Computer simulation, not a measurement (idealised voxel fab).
process module | voxel gate over fins
cross-section cut | 165 nm wide | cells 5 nm
A cross-section is a grid of square cells, given in bands from the top down. A band is one or more rows of cells.
Each band's line starts with the height of the band's top and of its bottom, in nm. Then come its materials from left to right, each with its width in nm. One material with "throughout" fills the band from edge to edge. "air" is empty space.
Height 0 is the level under which the wafer as received is all one material. The lowest band goes on downwards, as in "0 down".
A width such as "30 to 40" changes by the same amount from each row of cells to the next, from the band's top row to its bottom row.
"no change" after a step means that no cell of the cross-section changed.
closed voids: empty space of 8 cells or more with no open way to the top, each as width x height at its distance from the left edge, in nm
after a step's settings: what the simulator itself notes on the step
overlay nm, on a step with a mask: how far to the right of its planned place the mask lay; to the left if negative
plan
1 op RECEIVE | material Si
2 op CONFORMAL_DEP | material SiN | thk nm 10
3 op MASKED_ETCH | tone cover | mask id FINS | width nm 15 | pitch nm 55 | etch materials SiN | depth nm 10 | overlay nm 0
4 op MASKED_ETCH | tone cover | mask id FINS | width nm 15 | pitch nm 55 | etch materials Si | depth nm 30 | overlay nm 0
5 op OXIDIZE | depth nm 5
6 op FILL_DEP | material SiO2 | thk nm 5
7 op CMP | height nm 10
8 op DIRECTIONAL_DEP | material aC | thk nm 10
9 op PATTERN | tone open | mask id RAIL | material resist | width nm 15 | thk nm 30 | overlay nm 0
10 op DIRECTIONAL_ETCH | etch materials aC | depth nm 10
11 op STRIP | etch materials resist
12 op DIRECTIONAL_ETCH | etch materials SiO2 | depth nm 35
13 op STRIP | etch materials aC
14 op CONFORMAL_DEP | material TiN | thk nm 5
15 op FILL_DEP | material W | thk nm 5
16 op CMP | height nm 10
17 op SELECTIVE_ETCH | etch materials W Ru TiN | depth nm 30
18 op FILL_DEP | material SiO2 | thk nm 5
19 op CMP | height nm 10
20 op SELECTIVE_ETCH | etch materials SiO2 | depth nm 20
21 op STRIP | etch materials SiN
22 op CONFORMAL_DEP | material HfO2 | thk nm 5
23 op CONFORMAL_DEP | material TiN | thk nm 5
24 op CONFORMAL_DEP | material TiAl | thk nm 5
25 op CONFORMAL_DEP | material TiN | thk nm 5
26 op FILL_DEP | material W | thk nm 10
27 op CMP | height nm 25
28 op CONFORMAL_DEP | material SiN | thk nm 10
as received, after step 1
  0 down: Si throughout
  closed voids: none
a wafer at the end: this start, this plan, one mistake
  35 to 25: SiN throughout
  25 to 15: W throughout
  15 to 10: W 35 | TiN 35 | W 20 | TiN 35 | W 40
  10 to 5: W 35 | TiN 5 | TiAl 25 | TiN 5 | W 20 | TiN 5 | TiAl 25 | TiN 5 | W 40
  5 to 0: TiN 40 | TiAl 5 | TiN 15 | TiAl 5 | TiN 30 | TiAl 5 | TiN 15 | TiAl 5 | TiN 45
  0 to -5: TiAl 45 | TiN 5 | Si 5 | TiN 5 | TiAl 40 | TiN 5 | Si 5 | TiN 5 | TiAl 50
  -5 to -10: TiN 50 | Si 5 | TiN 50 | Si 5 | TiN 55
  -10 to -20: SiO2 50 | Si 5 | SiO2 50 | Si 5 | SiO2 55
  -20 to -25: SiO2 50 | Si 5 | SiO2 15 | TiN 15 | SiO2 20 | Si 5 | SiO2 55
  -25 to -35: SiO2 50 | Si 5 | SiO2 50 | Si 5 | SiO2 55
  -35 down: Si throughout
  closed voids: none
what went wrong: step 22 was left out
